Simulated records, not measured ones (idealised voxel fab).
Process module under the name voxel ribs on slabs
The cross-section on display is named cut; it measures 295 nm wide, and its cells are 5 nm squares.
A cross-section is a grid of square cells, given in bands from the top down. A band is one or more rows of cells. Band: top height; bottom height; in nm. Then, left to right: material with width in nm, for each material. "throughout": a single material spanning edge to edge. "blank": empty space. Counting heights begins at 0, where everything beneath is, in the wafer as received, one material. The lowest band has no bottom; it goes on downwards, as "0 down" shows. Quick explanation for "30..40": the width changes in equal steps down the rows of cells, from the first number in the band's top row to the second number in its bottom row. When a step is marked "remained unchanged", none of the cells in the cross-section changed during that step. The label "Unvented internal voids" introduces a list of the empty spaces, 8 cells or larger, that have no open way up to the top; each entry in it reads width x height at distance, where the distance is taken from the left edge and all three are stated in nm. If you see something after the settings on a step's line, that's the simulator's own remark about that step. overlay nm, on a step with a mask: how far to the right of its planned place the mask lay; to the left if negative.
### This section lists the process steps that were planned
- 1: RECEIVE | material Si
- 2: DIRECTIONAL_DEP | material SiO2 | thk nm 30
- 3: DIRECTIONAL_DEP | material SiN | thk nm 25
- 4: DIRECTIONAL_DEP | material aC | thk nm 15
- 5: PATTERN | tone cover | mask id RIB | material resist | width nm 15 | thk nm 30 | overlay nm 0
- 6: DIRECTIONAL_ETCH | etch materials aC | depth nm 15
- 7: STRIP | etch materials resist
- 8: DIRECTIONAL_ETCH | etch materials SiN | depth nm 20
- 9: STRIP | etch materials aC
- 10: MASKED_ETCH | tone cover | mask id SLAB | width nm 55 | etch materials SiN | depth nm 5 | overlay nm 0
- 11: FILL_DEP | material SiO2 | thk nm 30
- 12: CMP | height nm 75
- 13: DIRECTIONAL_DEP | material W | thk nm 5
- 14: DIRECTIONAL_DEP | material aC | thk nm 15
- 15: PATTERN | tone cover | mask id HEATER | material resist | width nm 25 | thk nm 30 | overlay nm 0
- 16: DIRECTIONAL_ETCH | etch materials aC | depth nm 15
- 17: STRIP | etch materials resist
- 18: DIRECTIONAL_ETCH | etch materials W | depth nm 5
- 19: STRIP | etch materials aC
- 20: CONFORMAL_DEP | material SiN | thk nm 5
### Shown in cross-section is the wafer as received, that is, as it stands after step 1
    0 down | Si throughout
    Unvented internal voids: none
### Final cross-section, module run with one mistake (start and plan as above)
    85 to 80 | blank: 130 / SiN: 35 / blank: 130
    80 to 75 | SiN: 135 / W: 25 / SiN: 135
    75 to 60 | SiO2 throughout
    60 to 40 | SiO2: 140 / SiN: 15 / SiO2: 140
    40 to 35 | SiO2: 120 / SiN: 55 / SiO2: 120
    35 to 0 | SiO2 throughout
    0 down | Si throughout
    Unvented internal voids: none
What broke from the plan during processing? planned and actual differ for step 2; actual: DIRECTIONAL_DEP | material SiO2 | thk nm 35
